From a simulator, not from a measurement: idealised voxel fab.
The following process module bears the name voxel self aligned contacts.
Xsec cut, 215 nm wide, square cell size 5 nm.
The cross-sections in this document take the form of a grid made of square cells. They are written out as bands, in order from top to bottom. Each band consists of one or more rows of cells.
Band: top and bottom heights (nm) first, top before bottom; then materials from left to right, widths in nm. "full width" marks a sole material filling the band edge to edge. "air" denotes empty space.
For the purposes of this specification, 0 denotes the height below which the wafer in its as-received condition is composed wholly of one material, and the lowermost band, lacking a lower limit, extends downward without end, as expressed in "0 -> down".
Top row gets the first number, bottom row gets the second, and each row in between changes by the same step: that is how a band width like "30->40" works.
Step marked "left unchanged"? Then no cell in the cross-section changed in it.
"Closed cavity list" lists enclosed empty spaces (at least 8 cells, no open path upward to the top), each as width x height at distance from the left edge, in nm.
That trailing text on a step's line, after the settings, is the simulator's own remark on the step.
overlay nm: how far to the right of its planned place the mask lay on this masked step (negative: to the left).

-- Listed below are the process steps as planned
1,RECEIVE with material Si
2,OXIDIZE with depth nm 5
3,DIRECTIONAL_DEP with material polySi, thk nm 25
4,DIRECTIONAL_DEP with material SiN, thk nm 25
5,MASKED_ETCH with tone cover, mask id GATE, width nm 25, pitch nm 65, etch materials SiN, depth nm 25, overlay nm 0
6,MASKED_ETCH with tone cover, mask id GATE, width nm 25, pitch nm 65, etch materials polySi, depth nm 25, overlay nm 0
7,CONFORMAL_DEP with material SiN, thk nm 10
8,DIRECTIONAL_ETCH with etch materials SiN, depth nm 10
9,FILL_DEP with material SiO2, thk nm 15
10,CMP with height nm 55
11,MASKED_ETCH with tone open, mask id CONTACT, width nm 50, pitch nm 65, etch materials SiO2, depth nm 60, overlay nm 0
12,CONFORMAL_DEP with material TiN, thk nm 5
13,FILL_DEP with material Ru, thk nm 10
14,CMP with height nm 55
15,CONFORMAL_DEP with material SiCN, thk nm 5

-- On the first of the two wafers: run conducted according to plan

-- The cross-section here shows the wafer as received, i.e. in its state after step 1
* 0 -> down | Si full width
* Closed cavity list: none

-- Wafer xsec, post step 2
* 0 -> -5 | SiO2 full width
* Note: structure below -5 unchanged.

-- Wafer xsec, post step 3
* 25 -> 0 | polySi full width
* Note: structure below 0 unchanged.

-- Wafer xsec, post step 4
* 50 -> 25 | SiN full width
* Note: structure below 25 unchanged.

-- Wafer xsec, post step 5
* 50 -> 25 | 30 nm air, then 25 nm SiN, then 40 nm air, then 25 nm SiN, then 40 nm air, then 25 nm SiN, then 30 nm air
* Note: structure below 25 unchanged.

-- Wafer xsec, post step 6
* 50 -> 25 | 30 nm air, then 25 nm SiN, then 40 nm air, then 25 nm SiN, then 40 nm air, then 25 nm SiN, then 30 nm air
* 25 -> 0 | 30 nm air, then 25 nm polySi, then 40 nm air, then 25 nm polySi, then 40 nm air, then 25 nm polySi, then 30 nm air
* Note: structure below 0 unchanged.

-- Wafer xsec, post step 7
* 60 -> 25 | 20 nm air, then 45 nm SiN, then 20 nm air, then 45 nm SiN, then 20 nm air, then 45 nm SiN, then 20 nm air
* 25 -> 10 | 20 nm air, then 10 nm SiN, then 25 nm polySi, then 10 nm SiN, then 20 nm air, then 10 nm SiN, then 25 nm polySi, then 10 nm SiN, then 20 nm air, then 10 nm SiN, then 25 nm polySi, then 10 nm SiN, then 20 nm air
* 10 -> 0 | 30 nm SiN, then 25 nm polySi, then 40 nm SiN, then 25 nm polySi, then 40 nm SiN, then 25 nm polySi, then 30 nm SiN
* Note: structure below 0 unchanged.

-- Wafer xsec, post step 8
* 50 -> 25 | 20 nm air, then 45 nm SiN, then 20 nm air, then 45 nm SiN, then 20 nm air, then 45 nm SiN, then 20 nm air
* 25 -> 0 | 20 nm air, then 10 nm SiN, then 25 nm polySi, then 10 nm SiN, then 20 nm air, then 10 nm SiN, then 25 nm polySi, then 10 nm SiN, then 20 nm air, then 10 nm SiN, then 25 nm polySi, then 10 nm SiN, then 20 nm air
* Note: structure below 0 unchanged.

-- Wafer xsec, post step 9
* 65 -> 50 | SiO2 full width
* 50 -> 25 | 20 nm SiO2, then 45 nm SiN, then 20 nm SiO2, then 45 nm SiN, then 20 nm SiO2, then 45 nm SiN, then 20 nm SiO2
* 25 -> 0 | 20 nm SiO2, then 10 nm SiN, then 25 nm polySi, then 10 nm SiN, then 20 nm SiO2, then 10 nm SiN, then 25 nm polySi, then 10 nm SiN, then 20 nm SiO2, then 10 nm SiN, then 25 nm polySi, then 10 nm SiN, then 20 nm SiO2
* Note: structure below 0 unchanged.

-- Wafer xsec, post step 10
* 55 -> 50 | SiO2 full width
* Note: structure below 50 unchanged.

-- Wafer xsec, post step 11
* 55 -> 50 | 50 nm SiO2, then 50 nm air, then 15 nm SiO2, then 50 nm air, then 50 nm SiO2
* 50 -> 25 | 20 nm SiO2, then 45 nm SiN, then 20 nm air, then 45 nm SiN, then 20 nm air, then 45 nm SiN, then 20 nm SiO2
* 25 -> 0 | 20 nm SiO2, then 10 nm SiN, then 25 nm polySi, then 10 nm SiN, then 20 nm air, then 10 nm SiN, then 25 nm polySi, then 10 nm SiN, then 20 nm air, then 10 nm SiN, then 25 nm polySi, then 10 nm SiN, then 20 nm SiO2
* 0 -> -5 | 65 nm SiO2, then 20 nm air, then 45 nm SiO2, then 20 nm air, then 65 nm SiO2
* Note: structure below -5 unchanged.

-- Wafer xsec, post step 12
* 60 -> 55 | 55 nm TiN, then 40 nm air, then 25 nm TiN, then 40 nm air, then 55 nm TiN
* 55 -> 50 | 50 nm SiO2, then 20 nm TiN, then 10 nm air, then 20 nm TiN, then 15 nm SiO2, then 20 nm TiN, then 10 nm air, then 20 nm TiN, then 50 nm SiO2
* 50 -> 25 | 20 nm SiO2, then 45 nm SiN, then 5 nm TiN, then 10 nm air, then 5 nm TiN, then 45 nm SiN, then 5 nm TiN, then 10 nm air, then 5 nm TiN, then 45 nm SiN, then 20 nm SiO2
* 25 -> 0 | 20 nm SiO2, then 10 nm SiN, then 25 nm polySi, then 10 nm SiN, then 5 nm TiN, then 10 nm air, then 5 nm TiN, then 10 nm SiN, then 25 nm polySi, then 10 nm SiN, then 5 nm TiN, then 10 nm air, then 5 nm TiN, then 10 nm SiN, then 25 nm polySi, then 10 nm SiN, then 20 nm SiO2
* 0 -> -5 | 65 nm SiO2, then 20 nm TiN, then 45 nm SiO2, then 20 nm TiN, then 65 nm SiO2
* Note: structure below -5 unchanged.

-- Wafer xsec, post step 13
* 70 -> 60 | Ru full width
* 60 -> 55 | 55 nm TiN, then 40 nm Ru, then 25 nm TiN, then 40 nm Ru, then 55 nm TiN
* 55 -> 50 | 50 nm SiO2, then 20 nm TiN, then 10 nm Ru, then 20 nm TiN, then 15 nm SiO2, then 20 nm TiN, then 10 nm Ru, then 20 nm TiN, then 50 nm SiO2
* 50 -> 25 | 20 nm SiO2, then 45 nm SiN, then 5 nm TiN, then 10 nm Ru, then 5 nm TiN, then 45 nm SiN, then 5 nm TiN, then 10 nm Ru, then 5 nm TiN, then 45 nm SiN, then 20 nm SiO2
* 25 -> 0 | 20 nm SiO2, then 10 nm SiN, then 25 nm polySi, then 10 nm SiN, then 5 nm TiN, then 10 nm Ru, then 5 nm TiN, then 10 nm SiN, then 25 nm polySi, then 10 nm SiN, then 5 nm TiN, then 10 nm Ru, then 5 nm TiN, then 10 nm SiN, then 25 nm polySi, then 10 nm SiN, then 20 nm SiO2
* Note: structure below 0 unchanged.

-- Wafer xsec, post step 14
* 55 -> 50 | 50 nm SiO2, then 20 nm TiN, then 10 nm Ru, then 20 nm TiN, then 15 nm SiO2, then 20 nm TiN, then 10 nm Ru, then 20 nm TiN, then 50 nm SiO2
* Note: structure below 50 unchanged.

-- Wafer xsec, post step 15
* 60 -> 55 | SiCN full width
* Note: structure below 55 unchanged.

-- second wafer: like start, like plan, one mistake. Through step 4 it matches the first wafer

-- Planned end of step 5: second wafer, cross-section
* 50 -> 25 | 30 nm SiN, then 25 nm air, then 40 nm SiN, then 25 nm air, then 40 nm SiN, then 25 nm air, then 30 nm SiN
* Note: structure below 25 unchanged.

Planned end of step 6: second wafer, cross-section: left unchanged

-- Planned end of step 7: second wafer, cross-section
* 60 -> 35 | 40 nm SiN, then 5 nm air, then 60 nm SiN, then 5 nm air, then 60 nm SiN, then 5 nm air, then 40 nm SiN
* 35 -> 25 | SiN full width
* Note: structure below 25 unchanged.

-- Planned end of step 8: second wafer, cross-section
* 50 -> 25 | 40 nm SiN, then 5 nm air, then 60 nm SiN, then 5 nm air, then 60 nm SiN, then 5 nm air, then 40 nm SiN
* Note: structure below 25 unchanged.

-- Planned end of step 9: second wafer, cross-section
* 65 -> 50 | SiO2 full width
* 50 -> 25 | 40 nm SiN, then 5 nm SiO2, then 60 nm SiN, then 5 nm SiO2, then 60 nm SiN, then 5 nm SiO2, then 40 nm SiN
* Note: structure below 25 unchanged.

-- Planned end of step 10: second wafer, cross-section
* 55 -> 50 | SiO2 full width
* Note: structure below 50 unchanged.

-- Planned end of step 11: second wafer, cross-section
* 55 -> 50 | 50 nm SiO2, then 50 nm air, then 15 nm SiO2, then 50 nm air, then 50 nm SiO2
* Note: structure below 50 unchanged.

-- Planned end of step 12: second wafer, cross-section
* 60 -> 55 | 55 nm TiN, then 40 nm air, then 25 nm TiN, then 40 nm air, then 55 nm TiN
* 55 -> 50 | 50 nm SiO2, then 50 nm TiN, then 15 nm SiO2, then 50 nm TiN, then 50 nm SiO2
* Note: structure below 50 unchanged.

-- Planned end of step 13: second wafer, cross-section
* 70 -> 60 | Ru full width
* 60 -> 55 | 55 nm TiN, then 40 nm Ru, then 25 nm TiN, then 40 nm Ru, then 55 nm TiN
* Note: structure below 55 unchanged.

-- Planned end of step 14: second wafer, cross-section
* 55 -> 50 | 50 nm SiO2, then 50 nm TiN, then 15 nm SiO2, then 50 nm TiN, then 50 nm SiO2
* Note: structure below 50 unchanged.

-- Planned end of step 15: second wafer, cross-section
* 60 -> 55 | SiCN full width
* Note: structure below 55 unchanged.
Error vs. plan: step 5 off recipe, ran as MASKED_ETCH with tone open, mask id GATE, width nm 25, pitch nm 65, etch materials SiN, depth nm 25, overlay nm 0
The closing comparison, in cells, has the second wafer with more or fewer of some materials than the first: Ru: 44 fewer | SiN: 5 more | SiO2: 57 fewer | TiN: 44 fewer | polySi: 140 more
